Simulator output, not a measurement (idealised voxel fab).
Process module name: voxel gate over fins
In the cross-section labelled cut, the width is 205 nm and each square cell is 5 nm.
How to read a cross-section here: the picture is a grid of square cells, written as bands going from the top down, and any band can span one or more rows of cells.
First you get the band's top height and its bottom height, in nm, and then the materials it's made of, left to right, with each width in nm. If you see a single material with "throughout", that one covers the band edge to edge. "empty" is empty space.
Zero point of the height axis is 0; under it, received wafer = one material. Lowest band: continues down indefinitely, "0 down".
Read "30 to 40" as a graded width: first number on top, second number at the bottom, same change between each pair of neighbouring rows.
"nothing was modified" for a step: no cell of the cross-section changed in that step.
Look at "Sealed voids" for the closed voids: empty spaces with no open path to the top, sized 8 cells or up. Each is width x height at distance, distance from the left edge, all nm.
Formally, on a step line, whatever follows the settings is a remark that the simulator itself makes on the step.
overlay nm: where the mask lay relative to plan, measured to the right, on steps with a mask; negatives go left.
-- Here's what the planned process steps look like
1. RECEIVE with material Si
2. CONFORMAL_DEP with material SiN, thk nm 5
3. MASKED_ETCH with tone cover, mask id FINS, width nm 15, pitch nm 55, etch materials SiN, depth nm 5, overlay nm 0
4. MASKED_ETCH with tone cover, mask id FINS, width nm 15, pitch nm 55, etch materials Si, depth nm 35, overlay nm 0
5. OXIDIZE with depth nm 5
6. FILL_DEP with material SiO2, thk nm 10
7. CMP with height nm 5
8. DIRECTIONAL_DEP with material aC, thk nm 15
9. PATTERN with tone open, mask id RAIL, material resist, width nm 15, thk nm 35, overlay nm 0
10. DIRECTIONAL_ETCH with etch materials aC, depth nm 15
11. STRIP with etch materials resist
12. DIRECTIONAL_ETCH with etch materials SiO2, depth nm 35
13. STRIP with etch materials aC
14. CONFORMAL_DEP with material TiN, thk nm 5
15. FILL_DEP with material Ru, thk nm 5
16. CMP with height nm 5
17. SELECTIVE_ETCH with etch materials W Ru TiN, depth nm 30
18. FILL_DEP with material SiO2, thk nm 5
19. CMP with height nm 5
20. SELECTIVE_ETCH with etch materials SiO2, depth nm 20
21. STRIP with etch materials SiN
22. CONFORMAL_DEP with material HfO2, thk nm 5
23. CONFORMAL_DEP with material TiN, thk nm 5
24. FILL_DEP with material W, thk nm 15
25. CMP with height nm 20
26. CONFORMAL_DEP with material SiCN, thk nm 5
-- Cross-sectional view of the wafer in its as-received condition, corresponding to the state after step 1
- 0 down | Si throughout
- Sealed voids: none
-- Below is the wafer in cross-section after the module was completed. It began from the starting point shown above and followed the plan shown above, except that one mistake was made while running it
- 25 to 20 | SiCN throughout
- 20 to 10 | W throughout
- 10 to 5 | 35 nm W / 25 nm HfO2 / 30 nm W / 25 nm HfO2 / 30 nm W / 25 nm HfO2 / 35 nm W
- 5 to 0 | 35 nm W / 5 nm HfO2 / 15 nm TiN / 5 nm HfO2 / 30 nm W / 5 nm HfO2 / 15 nm TiN / 5 nm HfO2 / 30 nm W / 5 nm HfO2 / 15 nm TiN / 5 nm HfO2 / 35 nm W
- 0 to -5 | 35 nm W / 5 nm HfO2 / 5 nm TiN / 5 nm Si / 5 nm TiN / 5 nm HfO2 / 30 nm W / 5 nm HfO2 / 5 nm TiN / 5 nm Si / 5 nm TiN / 5 nm HfO2 / 30 nm W / 5 nm HfO2 / 5 nm TiN / 5 nm Si / 5 nm TiN / 5 nm HfO2 / 35 nm W
- -5 to -10 | 40 nm HfO2 / 5 nm TiN / 5 nm Si / 5 nm TiN / 40 nm HfO2 / 5 nm TiN / 5 nm Si / 5 nm TiN / 40 nm HfO2 / 5 nm TiN / 5 nm Si / 5 nm TiN / 40 nm HfO2
- -10 to -15 | 45 nm TiN / 5 nm Si / 50 nm TiN / 5 nm Si / 50 nm TiN / 5 nm Si / 45 nm TiN
- -15 to -25 | 45 nm SiO2 / 5 nm Si / 50 nm SiO2 / 5 nm Si / 50 nm SiO2 / 5 nm Si / 45 nm SiO2
- -25 to -30 | 45 nm SiO2 / 5 nm Si / 15 nm SiO2 / 15 nm TiN / 20 nm SiO2 / 5 nm Si / 50 nm SiO2 / 5 nm Si / 45 nm SiO2
- -30 to -40 | 45 nm SiO2 / 5 nm Si / 50 nm SiO2 / 5 nm Si / 50 nm SiO2 / 5 nm Si / 45 nm SiO2
- -40 down | Si throughout
- Sealed voids: none
Processing error: order of steps 22 and 23 inverted relative to the plan
